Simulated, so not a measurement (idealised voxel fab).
Title: Process Module voxel quadruple lines
In the cross-section labelled cut, the width is 260 nm and each square cell is 5 nm.
We lay out every cross-section as a grid of square cells and spell it out in bands from the top down, where one band means one or more rows of cells.
Band: top height; bottom height; in nm. Then, left to right: material with width in nm, for each material. "all across": a single material spanning edge to edge. "blank": empty space.
Convention: height 0 is the level below which the wafer, as received, is all one material. The lowest band does not terminate at the bottom but continues downward, represented as "0 nm and below".
Read "30..40" as a graded width: first number on top, second number at the bottom, same change between each pair of neighbouring rows.
"left unchanged" (step): cross-section cells unchanged, all of them.
The label "closed voids" introduces a list of the empty spaces, 8 cells or larger, that have no open way up to the top; each entry in it reads width x height at distance, where the distance is taken from the left edge and all three are stated in nm.
What comes after the settings on a step's line is commentary from the simulator itself on that step.
overlay nm, on a step with a mask: how far to the right of its planned place the mask lay; to the left if negative

[This section lists the process steps that were planned]
- 1: RECEIVE | material Si
- 2: CONFORMAL_DEP | material SiO2 | thk nm 10
- 3: DIRECTIONAL_DEP | material Ru | thk nm 10
- 4: DIRECTIONAL_DEP | material polySi | thk nm 20
- 5: DIRECTIONAL_DEP | material aC | thk nm 20
- 6: PATTERN | tone cover | mask id MANDREL | material resist | width nm 35 | pitch nm 100 | thk nm 30 | overlay nm 0
- 7: DIRECTIONAL_ETCH | etch materials aC | depth nm 20
- 8: STRIP | etch materials resist
- 9: CONFORMAL_DEP | material SiO2 | thk nm 5
- 10: DIRECTIONAL_ETCH | etch materials SiO2 | depth nm 15
- 11: STRIP | etch materials aC
- 12: DIRECTIONAL_ETCH | etch materials polySi | depth nm 20
- 13: STRIP | etch materials SiO2
- 14: CONFORMAL_DEP | material SiCN | thk nm 10
- 15: DIRECTIONAL_ETCH | etch materials SiCN | depth nm 10
- 16: STRIP | etch materials polySi
- 17: DIRECTIONAL_ETCH | etch materials Ru | depth nm 10
- 18: STRIP | etch materials SiCN
- 19: FILL_DEP | material lowk | thk nm 5
- 20: CMP | height nm 20
For clarity, it should be stated that the wafers under discussion commence in an identical condition and differ with respect to the thk nm of step 9, the plan indicating the value that the first wafer had.

[This is how the first of several wafers looked in cross-section when it arrived, which is after step 1]
* 0 nm and below  Si all across
* closed voids: none

[So in this table every wafer gets its own row, and what you see is where it stands at the end of the module: for each material, how many cells it picked up (+) or gave up (-) since we received it, and after that its closed voids]
thk nm 5, +32 Ru, +104 SiO2, +72 lowk, closed voids: none
thk nm 10, +32 Ru, +104 SiO2, +72 lowk, closed voids: none
thk nm 15, +32 Ru, +104 SiO2, +72 lowk, closed voids: none
